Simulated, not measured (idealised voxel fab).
This section sets out a process module, namely voxel self aligned vias.
Each square cell in cross-section cut measures 5 nm, and the section as a whole is 265 nm wide.
This document writes a cross-section as a grid whose cells are square, and gives it as bands, listed from the top down; one or more rows of cells form a band.
Basically the band line says how high the top is and how high the bottom is, in nm, and then what's in it from left to right, every material with its width in nm. Empty space shows up as "blank", and if a single material carries "throughout" it runs the full band edge to edge.
All heights in this document are referenced to 0, defined as the level beneath which the wafer, as received, consists entirely of one material. The lowest band is not bounded below; it extends indefinitely downward and is written in the form "from 0 down".
Width spec "30..40" -> top row of cells at first value, bottom row at second value, equal per-row change in between.
It should be understood that the words "no change occurred", when stated for a given step, signify that the cross-section underwent no change in any of its cells during that step.
"Enclosed internal voids" specifies each empty space that is not open to the top and that occupies no fewer than 8 cells, using the form width x height at distance, the distance measured from the left edge and all three quantities in nm.
Past the settings on a step's line: simulator remark, on that step.
If you see "overlay nm" on a step's line and that step has a mask, it's telling you how far right of where it was planned the mask ended up; a negative number means it went left instead.

-- Set out below are the planned steps of the process
1: RECEIVE (material Si)
2: CONFORMAL_DEP (material SiO2; thk nm 10)
3: CONFORMAL_DEP (material SiCN; thk nm 5)
4: DIRECTIONAL_DEP (material SiO2; thk nm 25)
5: MASKED_ETCH (tone open; mask id LINES; width nm 25; pitch nm 60; etch materials SiO2; depth nm 25; overlay nm 0)
6: CONFORMAL_DEP (material TiN; thk nm 5)
7: FILL_DEP (material W; thk nm 10)
8: CMP (height nm 40)
9: SELECTIVE_ETCH (etch materials W Ru TiN; depth nm 5)
10: FILL_DEP (material SiN; thk nm 10)
11: CMP (height nm 40)
12: DIRECTIONAL_DEP (material SiO2; thk nm 20)
13: PATTERN (tone open; mask id VIAS; material resist; width nm 35; pitch nm 120; thk nm 20; overlay nm 0)
14: DIRECTIONAL_ETCH (etch materials SiO2; depth nm 20)
15: DIRECTIONAL_ETCH (etch materials SiN; depth nm 5)
16: STRIP (etch materials resist)
17: CONFORMAL_DEP (material TiN; thk nm 5)
18: FILL_DEP (material Ru; thk nm 5)
19: CMP (height nm 60)
20: CONFORMAL_DEP (material SiN; thk nm 5)
Wafers differ in thk nm at step 3; plan lists the first wafer's value; identical starting state.

-- Step 1 complete: as-received cross-section of the first of several wafers
> from 0 down = Si throughout
> Enclosed internal voids: none

-- The figure below presents a cross-section of the first of several wafers at the conclusion of the module, following its last step, step 20
> from 65 to 60 = SiN throughout
> from 60 to 45 = 55 nm SiO2 / 5 nm TiN / 25 nm Ru / 5 nm TiN / 85 nm SiO2 / 5 nm TiN / 25 nm Ru / 5 nm TiN / 55 nm SiO2
> from 45 to 40 = 55 nm SiO2 / 10 nm TiN / 15 nm Ru / 10 nm TiN / 85 nm SiO2 / 10 nm TiN / 15 nm Ru / 10 nm TiN / 55 nm SiO2
> from 40 to 35 = 60 nm SiO2 / 25 nm TiN / 35 nm SiO2 / 25 nm SiN / 35 nm SiO2 / 25 nm TiN / 60 nm SiO2
> from 35 to 20 = 60 nm SiO2 / 5 nm TiN / 15 nm W / 5 nm TiN / 35 nm SiO2 / 5 nm TiN / 15 nm W / 5 nm TiN / 35 nm SiO2 / 5 nm TiN / 15 nm W / 5 nm TiN / 60 nm SiO2
> from 20 to 15 = 60 nm SiO2 / 25 nm TiN / 35 nm SiO2 / 25 nm TiN / 35 nm SiO2 / 25 nm TiN / 60 nm SiO2
> from 15 to 10 = SiCN throughout
> from 10 to 0 = SiO2 throughout
> from 0 down = Si throughout
> Enclosed internal voids: none

-- Cross-section of the final wafer among several, taken at the end of the module
> from 65 to 60 = SiN throughout
> from 60 to 45 = 55 nm SiO2 / 5 nm TiN / 25 nm Ru / 5 nm TiN / 85 nm SiO2 / 5 nm TiN / 25 nm Ru / 5 nm TiN / 55 nm SiO2
> from 45 to 40 = 55 nm SiO2 / 10 nm TiN / 15 nm Ru / 10 nm TiN / 85 nm SiO2 / 10 nm TiN / 15 nm Ru / 10 nm TiN / 55 nm SiO2
> from 40 to 35 = 60 nm SiO2 / 25 nm TiN / 35 nm SiO2 / 25 nm SiN / 35 nm SiO2 / 25 nm TiN / 60 nm SiO2
> from 35 to 30 = 60 nm SiO2 / 25 nm TiN / 35 nm SiO2 / 25 nm TiN / 35 nm SiO2 / 25 nm TiN / 60 nm SiO2
> from 30 to 10 = SiCN throughout
> from 10 to 0 = SiO2 throughout
> from 0 down = Si throughout
> Enclosed internal voids: none

-- Row per wafer, end-of-module: cell gain (+)/loss (-) by material since the wafer came in, then closed voids
thk nm 5; +36 Ru; +53 SiCN; +58 SiN; +452 SiO2; +63 TiN; +27 W; Enclosed internal voids: none
thk nm 10; +36 Ru; +106 SiCN; +58 SiN; +414 SiO2; +57 TiN; +18 W; Enclosed internal voids: none
thk nm 15; +36 Ru; +159 SiCN; +58 SiN; +376 SiO2; +51 TiN; +9 W; Enclosed internal voids: none
thk nm 20; +36 Ru; +212 SiCN; +58 SiN; +338 SiO2; +45 TiN; Enclosed internal voids: none
